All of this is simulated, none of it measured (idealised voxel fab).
You're looking at the process module voxel gate over fins.
Cross-sectional view cut (width: 255 nm; square cell size: 5 nm).
Bands, listed from the top down, are how a cross-section gets written in this document; the cross-section itself is a grid of square cells, and a band is one or more rows of them.
Band: top and bottom heights (nm) first, top before bottom; then materials from left to right, widths in nm. "throughout" marks a sole material filling the band edge to edge. "empty" denotes empty space.
Beneath 0, the wafer as received is one material, and that level is where height counting begins. The lowest band goes on downward without a bottom; it is written like "0 -> down".
A width given as "30..40" starts at the first number in the band's top row and ends at the second number in its bottom row, shifting by an equal amount at every step from row to row.
"no alterations made" (step): cross-section cells unchanged, all of them.
For the entry "Trapped cavities", the listed items are empty spaces with no open way to the top whose size is 8 cells or more; each item follows the pattern width x height at distance, where distance is from the left edge and all three are in nm.
Post-settings text on a step line: simulator's own remark regarding the step.
"overlay nm" answers the question of how far to the right of plan the mask lay on a step that has a mask, and when it is negative the answer is to the left.

The following list gives the planned process steps
1 RECEIVE | material Si
2 CONFORMAL_DEP | material SiN | thk nm 5
3 DIRECTIONAL_DEP | material aC | thk nm 10
4 PATTERN | tone cover | mask id FINS | material resist | width nm 15 | pitch nm 50 | thk nm 25 | overlay nm 0
5 DIRECTIONAL_ETCH | etch materials aC | depth nm 10
6 STRIP | etch materials resist
7 DIRECTIONAL_ETCH | etch materials SiN | depth nm 5
8 DIRECTIONAL_ETCH | etch materials Si | depth nm 30
9 STRIP | etch materials aC
10 FILL_DEP | material SiO2 | thk nm 15
11 CMP | height nm 5
12 MASKED_ETCH | tone open | mask id RAIL | width nm 15 | etch materials SiO2 | depth nm 30 | overlay nm 0
13 CONFORMAL_DEP | material TiN | thk nm 5
14 FILL_DEP | material W | thk nm 10
15 CMP | height nm 5
16 SELECTIVE_ETCH | etch materials W Ru TiN | depth nm 25
17 FILL_DEP | material SiO2 | thk nm 5
18 CMP | height nm 5
19 SELECTIVE_ETCH | etch materials SiO2 | depth nm 15
20 STRIP | etch materials SiN
21 CONFORMAL_DEP | material HfO2 | thk nm 5
22 CONFORMAL_DEP | material TiN | thk nm 5
23 CONFORMAL_DEP | material TiAl | thk nm 5
24 CONFORMAL_DEP | material TiN | thk nm 5
25 FILL_DEP | material W | thk nm 15
26 CMP | height nm 30
27 CONFORMAL_DEP | material SiN | thk nm 5

First of two wafers, processed according to plan

This is the cross-section of the wafer as we received it, i.e. after step 1
	0 -> down: Si throughout
	Trapped cavities: none

Cross-sectional representation of the wafer at the conclusion of step 2
	5 -> 0: SiN throughout
	For the remainder of the cross-section, below 0, there is no change.

Cross-sectional representation of the wafer at the conclusion of step 3
	15 -> 5: aC throughout
	For the remainder of the cross-section, below 5, there is no change.

Cross-sectional representation of the wafer at the conclusion of step 4
	40 -> 15: empty 70 nm, then resist 15 nm, then empty 35 nm, then resist 15 nm, then empty 35 nm, then resist 15 nm, then empty 70 nm
	For the remainder of the cross-section, below 15, there is no change.

Cross-sectional representation of the wafer at the conclusion of step 5
	30 -> 15: empty 70 nm, then resist 15 nm, then empty 35 nm, then resist 15 nm, then empty 35 nm, then resist 15 nm, then empty 70 nm
	15 -> 5: empty 70 nm, then aC 15 nm, then empty 35 nm, then aC 15 nm, then empty 35 nm, then aC 15 nm, then empty 70 nm
	For the remainder of the cross-section, below 5, there is no change.

Cross-sectional representation of the wafer at the conclusion of step 6
	15 -> 5: empty 70 nm, then aC 15 nm, then empty 35 nm, then aC 15 nm, then empty 35 nm, then aC 15 nm, then empty 70 nm
	For the remainder of the cross-section, below 5, there is no change.

Cross-sectional representation of the wafer at the conclusion of step 7
	15 -> 5: empty 70 nm, then aC 15 nm, then empty 35 nm, then aC 15 nm, then empty 35 nm, then aC 15 nm, then empty 70 nm
	5 -> 0: empty 70 nm, then SiN 15 nm, then empty 35 nm, then SiN 15 nm, then empty 35 nm, then SiN 15 nm, then empty 70 nm
	For the remainder of the cross-section, below 0, there is no change.

Cross-sectional representation of the wafer at the conclusion of step 8
	15 -> 5: empty 70 nm, then aC 15 nm, then empty 35 nm, then aC 15 nm, then empty 35 nm, then aC 15 nm, then empty 70 nm
	5 -> 0: empty 70 nm, then SiN 15 nm, then empty 35 nm, then SiN 15 nm, then empty 35 nm, then SiN 15 nm, then empty 70 nm
	0 -> -30: empty 70 nm, then Si 15 nm, then empty 35 nm, then Si 15 nm, then empty 35 nm, then Si 15 nm, then empty 70 nm
	For the remainder of the cross-section, below -30, there is no change.

Cross-sectional representation of the wafer at the conclusion of step 9
	5 -> 0: empty 70 nm, then SiN 15 nm, then empty 35 nm, then SiN 15 nm, then empty 35 nm, then SiN 15 nm, then empty 70 nm
	For the remainder of the cross-section, below 0, there is no change.

Cross-sectional representation of the wafer at the conclusion of step 10
	20 -> 5: SiO2 throughout
	5 -> 0: SiO2 70 nm, then SiN 15 nm, then SiO2 35 nm, then SiN 15 nm, then SiO2 35 nm, then SiN 15 nm, then SiO2 70 nm
	0 -> -30: SiO2 70 nm, then Si 15 nm, then SiO2 35 nm, then Si 15 nm, then SiO2 35 nm, then Si 15 nm, then SiO2 70 nm
	For the remainder of the cross-section, below -30, there is no change.

Cross-sectional representation of the wafer at the conclusion of step 11
	5 -> 0: SiO2 70 nm, then SiN 15 nm, then SiO2 35 nm, then SiN 15 nm, then SiO2 35 nm, then SiN 15 nm, then SiO2 70 nm
	For the remainder of the cross-section, below 0, there is no change.

Cross-sectional representation of the wafer at the conclusion of step 12
	5 -> 0: SiO2 70 nm, then SiN 15 nm, then SiO2 10 nm, then empty 15 nm, then SiO2 10 nm, then SiN 15 nm, then SiO2 35 nm, then SiN 15 nm, then SiO2 70 nm
	0 -> -25: SiO2 70 nm, then Si 15 nm, then SiO2 10 nm, then empty 15 nm, then SiO2 10 nm, then Si 15 nm, then SiO2 35 nm, then Si 15 nm, then SiO2 70 nm
	For the remainder of the cross-section, below -25, there is no change.

Cross-sectional representation of the wafer at the conclusion of step 13
	10 -> 5: TiN 100 nm, then empty 5 nm, then TiN 150 nm
	5 -> 0: SiO2 70 nm, then SiN 15 nm, then SiO2 10 nm, then TiN 5 nm, then empty 5 nm, then TiN 5 nm, then SiO2 10 nm, then SiN 15 nm, then SiO2 35 nm, then SiN 15 nm, then SiO2 70 nm
	0 -> -20: SiO2 70 nm, then Si 15 nm, then SiO2 10 nm, then TiN 5 nm, then empty 5 nm, then TiN 5 nm, then SiO2 10 nm, then Si 15 nm, then SiO2 35 nm, then Si 15 nm, then SiO2 70 nm
	-20 -> -25: SiO2 70 nm, then Si 15 nm, then SiO2 10 nm, then TiN 15 nm, then SiO2 10 nm, then Si 15 nm, then SiO2 35 nm, then Si 15 nm, then SiO2 70 nm
	For the remainder of the cross-section, below -25, there is no change.

Cross-sectional representation of the wafer at the conclusion of step 14
	20 -> 10: W throughout
	10 -> 5: TiN 100 nm, then W 5 nm, then TiN 150 nm
	5 -> 0: SiO2 70 nm, then SiN 15 nm, then SiO2 10 nm, then TiN 5 nm, then W 5 nm, then TiN 5 nm, then SiO2 10 nm, then SiN 15 nm, then SiO2 35 nm, then SiN 15 nm, then SiO2 70 nm
	0 -> -20: SiO2 70 nm, then Si 15 nm, then SiO2 10 nm, then TiN 5 nm, then W 5 nm, then TiN 5 nm, then SiO2 10 nm, then Si 15 nm, then SiO2 35 nm, then Si 15 nm, then SiO2 70 nm
	For the remainder of the cross-section, below -20, there is no change.

Cross-sectional representation of the wafer at the conclusion of step 15
	5 -> 0: SiO2 70 nm, then SiN 15 nm, then SiO2 10 nm, then TiN 5 nm, then W 5 nm, then TiN 5 nm, then SiO2 10 nm, then SiN 15 nm, then SiO2 35 nm, then SiN 15 nm, then SiO2 70 nm
	For the remainder of the cross-section, below 0, there is no change.

Cross-sectional representation of the wafer at the conclusion of step 16
	5 -> 0: SiO2 70 nm, then SiN 15 nm, then SiO2 10 nm, then empty 15 nm, then SiO2 10 nm, then SiN 15 nm, then SiO2 35 nm, then SiN 15 nm, then SiO2 70 nm
	0 -> -20: SiO2 70 nm, then Si 15 nm, then SiO2 10 nm, then empty 15 nm, then SiO2 10 nm, then Si 15 nm, then SiO2 35 nm, then Si 15 nm, then SiO2 70 nm
	For the remainder of the cross-section, below -20, there is no change.

Cross-sectional representation of the wafer at the conclusion of step 17
	10 -> 5: SiO2 throughout
	5 -> 0: SiO2 70 nm, then SiN 15 nm, then SiO2 35 nm, then SiN 15 nm, then SiO2 35 nm, then SiN 15 nm, then SiO2 70 nm
	0 -> -20: SiO2 70 nm, then Si 15 nm, then SiO2 35 nm, then Si 15 nm, then SiO2 35 nm, then Si 15 nm, then SiO2 70 nm
	For the remainder of the cross-section, below -20, there is no change.

Cross-sectional representation of the wafer at the conclusion of step 18
	5 -> 0: SiO2 70 nm, then SiN 15 nm, then SiO2 35 nm, then SiN 15 nm, then SiO2 35 nm, then SiN 15 nm, then SiO2 70 nm
	For the remainder of the cross-section, below 0, there is no change.

Cross-sectional representation of the wafer at the conclusion of step 19
	5 -> 0: empty 70 nm, then SiN 15 nm, then empty 35 nm, then SiN 15 nm, then empty 35 nm, then SiN 15 nm, then empty 70 nm
	0 -> -10: empty 70 nm, then Si 15 nm, then empty 35 nm, then Si 15 nm, then empty 35 nm, then Si 15 nm, then empty 70 nm
	For the remainder of the cross-section, below -10, there is no change.

Cross-sectional representation of the wafer at the conclusion of step 20
	0 -> -10: empty 70 nm, then Si 15 nm, then empty 35 nm, then Si 15 nm, then empty 35 nm, then Si 15 nm, then empty 70 nm
	For the remainder of the cross-section, below -10, there is no change.

Cross-sectional representation of the wafer at the conclusion of step 21
	5 -> 0: empty 65 nm, then HfO2 25 nm, then empty 25 nm, then HfO2 25 nm, then empty 25 nm, then HfO2 25 nm, then empty 65 nm
	0 -> -5: empty 65 nm, then HfO2 5 nm, then Si 15 nm, then HfO2 5 nm, then empty 25 nm, then HfO2 5 nm, then Si 15 nm, then HfO2 5 nm, then empty 25 nm, then HfO2 5 nm, then Si 15 nm, then HfO2 5 nm, then empty 65 nm
	-5 -> -10: HfO2 70 nm, then Si 15 nm, then HfO2 35 nm, then Si 15 nm, then HfO2 35 nm, then Si 15 nm, then HfO2 70 nm
	For the remainder of the cross-section, below -10, there is no change.

Cross-sectional representation of the wafer at the conclusion of step 22
	10 -> 5: empty 60 nm, then TiN 35 nm, then empty 15 nm, then TiN 35 nm, then empty 15 nm, then TiN 35 nm, then empty 60 nm
	5 -> 0: empty 60 nm, then TiN 5 nm, then HfO2 25 nm, then TiN 5 nm, then empty 15 nm, then TiN 5 nm, then HfO2 25 nm, then TiN 5 nm, then empty 15 nm, then TiN 5 nm, then HfO2 25 nm, then TiN 5 nm, then empty 60 nm
	0 -> -5: TiN 65 nm, then HfO2 5 nm, then Si 15 nm, then HfO2 5 nm, then TiN 25 nm, then HfO2 5 nm, then Si 15 nm, then HfO2 5 nm, then TiN 25 nm, then HfO2 5 nm, then Si 15 nm, then HfO2 5 nm, then TiN 65 nm
	For the remainder of the cross-section, below -5, there is no change.

Cross-sectional representation of the wafer at the conclusion of step 23
	15 -> 10: empty 55 nm, then TiAl 45 nm, then empty 5 nm, then TiAl 45 nm, then empty 5 nm, then TiAl 45 nm, then empty 55 nm
	10 -> 5: empty 55 nm, then TiAl 5 nm, then TiN 35 nm, then TiAl 5 nm, then empty 5 nm, then TiAl 5 nm, then TiN 35 nm, then TiAl 5 nm, then empty 5 nm, then TiAl 5 nm, then TiN 35 nm, then TiAl 5 nm, then empty 55 nm
	5 -> 0: TiAl 60 nm, then TiN 5 nm, then HfO2 25 nm, then TiN 5 nm, then TiAl 15 nm, then TiN 5 nm, then HfO2 25 nm, then TiN 5 nm, then TiAl 15 nm, then TiN 5 nm, then HfO2 25 nm, then TiN 5 nm, then TiAl 60 nm
	For the remainder of the cross-section, below 0, there is no change.

Cross-sectional representation of the wafer at the conclusion of step 24
	20 -> 15: empty 50 nm, then TiN 155 nm, then empty 50 nm
	15 -> 10: empty 50 nm, then TiN 5 nm, then TiAl 45 nm, then TiN 5 nm, then TiAl 45 nm, then TiN 5 nm, then TiAl 45 nm, then TiN 5 nm, then empty 50 nm
	10 -> 5: TiN 55 nm, then TiAl 5 nm, then TiN 35 nm, then TiAl 5 nm, then TiN 5 nm, then TiAl 5 nm, then TiN 35 nm, then TiAl 5 nm, then TiN 5 nm, then TiAl 5 nm, then TiN 35 nm, then TiAl 5 nm, then TiN 55 nm
	For the remainder of the cross-section, below 5, there is no change.

Cross-sectional representation of the wafer at the conclusion of step 25
	35 -> 20: W throughout
	20 -> 15: W 50 nm, then TiN 155 nm, then W 50 nm
	15 -> 10: W 50 nm, then TiN 5 nm, then TiAl 45 nm, then TiN 5 nm, then TiAl 45 nm, then TiN 5 nm, then TiAl 45 nm, then TiN 5 nm, then W 50 nm
	For the remainder of the cross-section, below 10, there is no change.

Cross-sectional representation of the wafer at the conclusion of step 26
	30 -> 20: W throughout
	For the remainder of the cross-section, below 20, there is no change.

Cross-sectional representation of the wafer at the conclusion of step 27
	35 -> 30: SiN throughout
	For the remainder of the cross-section, below 30, there is no change.

Second wafer. Start and plan as for the first. One mistake made in running. Agrees with the first up to and including step 25

Second wafer profile in section, at the moment step 26 of the plan was meant to be complete
	25 -> 20: W throughout
	For the remainder of the cross-section, below 20, there is no change.

Second wafer profile in section, at the moment step 27 of the plan was meant to be complete
	30 -> 25: SiN throughout
	For the remainder of the cross-section, below 25, there is no change.
Where did the run depart from the plan? step 26 ran as: CMP | height nm 25
Materials where the second wafer ends with more or fewer cells than the first: W: 51 fewer
